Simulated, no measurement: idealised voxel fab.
Proc. module: voxel plated lines
Square cell edge 5 nm, section width 190 nm, ID cut.
Cross-section, as written here: a square-cell grid given band by band from the top down, where a band holds one or more rows of cells. The band entry comprises the height of the band's top followed by the height of its bottom, expressed in nm, and subsequently the band's materials from left to right, each stated together with its width in nm. Where a single material is marked with the word "throughout", that material fills the band from edge to edge. The word "air" represents empty space. Where do heights start? At 0: under that level the wafer as delivered is made of one material only. And the lowest band has no floor; it just carries on downward, as in "0 and below". A two-number width, for instance "30..40", indicates that the width is equal to the first number in the top row of the band and to the second number in the bottom row, and that it changes by a constant amount per row of cells. The designation "same as before", where it is given for a processing step, indicates that no cell of the cross-section was altered in the course of that step. This entry, "Closed void list", enumerates those empty regions of no fewer than 8 cells that possess no open connection to the top. Each region is reported in the form width x height at distance, the distance being taken from the left edge, with all three quantities expressed in nm. after a step's settings: what the simulator itself notes on the step. What "overlay nm" on a step's line means: if the step has a mask, that mask lay this far to the right of its planned place, or, when the value is negative, to the left.
# Intended process steps
| 1 | RECEIVE: material Si |
| 2 | CONFORMAL_DEP: material Al2O3, thk nm 5 |
| 3 | DIRECTIONAL_DEP: material TiN, thk nm 5 |
| 4 | PATTERN: tone open, mask id LINES, material resist, width nm 20, pitch nm 35, thk nm 15, overlay nm 0 |
| 5 | EPI: material Ru, thk nm 5 |
| 6 | STRIP: etch materials resist |
| 7 | DIRECTIONAL_ETCH: etch materials TiN, depth nm 5 |
| 8 | CONFORMAL_DEP: material SiN, thk nm 10 |
# Cross-section of the wafer at receipt, which is the condition after step 1
> 0 and below  Si throughout
> Closed void list: none
# Post-module cross-section: identical start and plan to those above, one misstep in execution
> 35 down to 25  air 20  SiN 145  air 25
> 25 down to 20  SiN 30  Ru 20  SiN 15  Ru 20  SiN 15  Ru 20  SiN 15  Ru 20  SiN 35
> 20 down to 15  SiN 30  TiN 20  SiN 15  TiN 20  SiN 15  TiN 20  SiN 15  TiN 20  SiN 35
> 15 down to 5  TiN throughout
> 5 down to 0  Al2O3 throughout
> 0 and below  Si throughout
> Closed void list: none
It is concluded that the wafer was processed incorrectly with respect to the plan, in that for step 3, the planned setting was not used; the step was instead run as DIRECTIONAL_DEP: material TiN, thk nm 15
